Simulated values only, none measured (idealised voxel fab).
Process module, titled voxel transistor to metal
215 nm wide, 5 nm square cells: that's cross-section cut.
In this document a cross-section is written as a grid of square cells. It is given as a series of bands, listed from the top down, and a band is one or more rows of cells.
Heights first: top, then bottom, in nm. Then materials, left to right, each with a width in nm. "everywhere" on a single material: fills the band edge to edge. "air": empty space.
Basically, 0 is our baseline, since under it the wafer straight out of the box is all one material. The bottom band has no lower end and keeps on going down, so it looks like "0 -> down".
The two numbers in a width such as "30->40" mark its ends across the band: the first belongs to the top row of cells, the second to the bottom row, and from each row to the next the width moves by the same amount.
Reading "no modification" for a step: not a cell of the cross-section changed in it.
The entry titled "Sealed-off cavities" provides the empty spaces that have no open way to the top, restricted to those of 8 cells or more. Each is presented as width x height at distance, the distance being measured from the left edge, with all three in nm.
Anything after a step's settings on that line? It's the simulator's own note about the step.
The setting "overlay nm" may be written on the line of a step. When the step uses a mask, the value reports how far to the right of the planned place the mask lay, and a negative value reports that it lay to the left.
THE STEPS PLANNED FOR THE PROCESS ARE AS FOLLOWS
1,RECEIVE,material Si
2,OXIDIZE,depth nm 5
3,CONFORMAL_DEP,material SiN,thk nm 15
4,MASKED_ETCH,tone cover,mask id ACTIVE,width nm 105,etch materials SiN,depth nm 15,overlay nm 0
5,MASKED_ETCH,tone cover,mask id ACTIVE,width nm 105,etch materials SiO2,depth nm 5,overlay nm 0
6,MASKED_ETCH,tone cover,mask id ACTIVE,width nm 105,etch materials Si,depth nm 25,overlay nm 0
7,OXIDIZE,depth nm 5
8,FILL_DEP,material SiO2,thk nm 15
9,CMP,height nm 15
10,SELECTIVE_ETCH,etch materials SiO2,depth nm 10
11,STRIP,etch materials SiN
12,SELECTIVE_ETCH,etch materials SiO2,depth nm 5
13,OXIDIZE,depth nm 5
14,DIRECTIONAL_DEP,material polySi,thk nm 25
15,DIRECTIONAL_DEP,material SiCN,thk nm 10
16,PATTERN,tone cover,mask id GATE,material resist,width nm 15,thk nm 15,overlay nm 0
17,DIRECTIONAL_ETCH,etch materials SiCN,depth nm 20
18,DIRECTIONAL_ETCH,etch materials polySi,depth nm 35
19,STRIP,etch materials resist
20,CONFORMAL_DEP,material SiO2,thk nm 5
21,DIRECTIONAL_ETCH,etch materials SiO2,depth nm 5
22,CONFORMAL_DEP,material SiN,thk nm 10
23,DIRECTIONAL_ETCH,etch materials SiN,depth nm 10
24,DIRECTIONAL_ETCH,etch materials SiO2,depth nm 5
25,DIRECTIONAL_ETCH,etch materials Si,depth nm 5
26,EPI,material nSi,thk nm 10
27,FILL_DEP,material SiO2,thk nm 10
28,CMP,height nm 30
29,DIRECTIONAL_DEP,material SiO2,thk nm 10
30,MASKED_ETCH,tone open,mask id CONTACT,width nm 20,pitch nm 75,etch materials SiO2,depth nm 40,overlay nm 0
31,CONFORMAL_DEP,material TiN,thk nm 5
32,FILL_DEP,material W,thk nm 10
33,CMP,height nm 40
34,DIRECTIONAL_DEP,material TiN,thk nm 5
35,DIRECTIONAL_DEP,material W,thk nm 15
36,MASKED_ETCH,tone cover,mask id METAL_1,width nm 20,pitch nm 75,etch materials W,depth nm 15,overlay nm 0
37,MASKED_ETCH,tone cover,mask id METAL_1,width nm 20,pitch nm 75,etch materials TiN,depth nm 5,overlay nm 0
38,CONFORMAL_DEP,material SiN,thk nm 5
39,FILL_DEP,material lowk,thk nm 10
40,CMP,height nm 60
41,CONFORMAL_DEP,material SiCN,thk nm 5
42,DIRECTIONAL_DEP,material SiO2,thk nm 35
43,PATTERN,tone open,mask id METAL_2_HOLES,material resist,width nm 15,pitch nm 75,thk nm 20,overlay nm 0
44,DIRECTIONAL_ETCH,etch materials SiO2,depth nm 35
45,STRIP,etch materials resist
46,DIRECTIONAL_DEP,material aC,thk nm 15
47,PATTERN,tone open,mask id METAL_2,material resist,width nm 20,pitch nm 75,thk nm 30,overlay nm 0
48,DIRECTIONAL_ETCH,etch materials aC,depth nm 15
49,STRIP,etch materials resist
50,DIRECTIONAL_ETCH,etch materials SiO2,depth nm 20
51,DIRECTIONAL_ETCH,etch materials SiCN,depth nm 5
52,STRIP,etch materials aC
53,CONFORMAL_DEP,material TiN,thk nm 5
54,FILL_DEP,material Ru,thk nm 10
55,CMP,height nm 100
56,CONFORMAL_DEP,material SiN,thk nm 5
RECEIVED-STATE CROSS-SECTION, REFLECTING COMPLETION OF STEP 1
> 0 -> down = Si everywhere
> Sealed-off cavities: none
BELOW IS THE WAFER IN CROSS-SECTION AFTER THE MODULE WAS COMPLETED. IT BEGAN FROM THE STARTING POINT SHOWN ABOVE AND FOLLOWED THE PLAN SHOWN ABOVE, EXCEPT THAT ONE MISTAKE WAS MADE WHILE RUNNING IT
> 105 -> 100 = SiN everywhere
> 100 -> 85 = SiO2 60, TiN 5, Ru 10, TiN 5, SiO2 55, TiN 5, Ru 10, TiN 5, SiO2 60
> 85 -> 80 = SiO2 60, TiN 5, Ru 5, TiN 10, SiO2 55, TiN 5, Ru 5, TiN 10, SiO2 60
> 80 -> 65 = SiO2 60, TiN 5, Ru 5, TiN 5, SiO2 60, TiN 5, Ru 5, TiN 5, SiO2 65
> 65 -> 60 = SiCN 60, TiN 15, SiCN 60, TiN 15, SiCN 65
> 60 -> 45 = lowk 55, SiN 5, W 20, SiN 5, lowk 45, SiN 5, W 20, SiN 5, lowk 55
> 45 -> 40 = SiN 60, TiN 20, SiN 55, TiN 20, SiN 60
> 40 -> 30 = SiO2 60, TiN 5, W 10, TiN 5, SiO2 55, TiN 5, W 10, TiN 5, SiO2 60
> 30 -> 20 = SiO2 60, TiN 5, W 10, TiN 5, SiN 10, SiO2 5, SiCN 25, SiO2 5, SiN 10, TiN 5, W 10, TiN 5, SiO2 60
> 20 -> 5 = SiO2 60, TiN 5, W 10, TiN 5, SiN 10, SiO2 5, polySi 25, SiO2 5, SiN 10, TiN 5, W 10, TiN 5, SiO2 60
> 5 -> 0 = SiO2 60, TiN 20, SiN 10, SiO2 5, polySi 25, SiO2 5, SiN 10, TiN 20, SiO2 60
> 0 -> -5 = SiO2 55, SiN 10, nSi 15, SiN 10, SiO2 5, polySi 25, SiO2 5, SiN 10, nSi 15, SiN 10, SiO2 55
> -5 -> -10 = SiO2 65, nSi 15, SiO2 55, nSi 15, SiO2 65
> -10 -> -15 = SiO2 60, Si 5, nSi 15, Si 55, nSi 15, Si 5, SiO2 60
> -15 -> -35 = SiO2 60, Si 95, SiO2 60
> -35 -> down = Si everywhere
> Sealed-off cavities: none
what went wrong: step 16 ran differently from the plan; actual operation with settings: PATTERN,tone cover,mask id GATE,material resist,width nm 25,thk nm 15,overlay nm 0
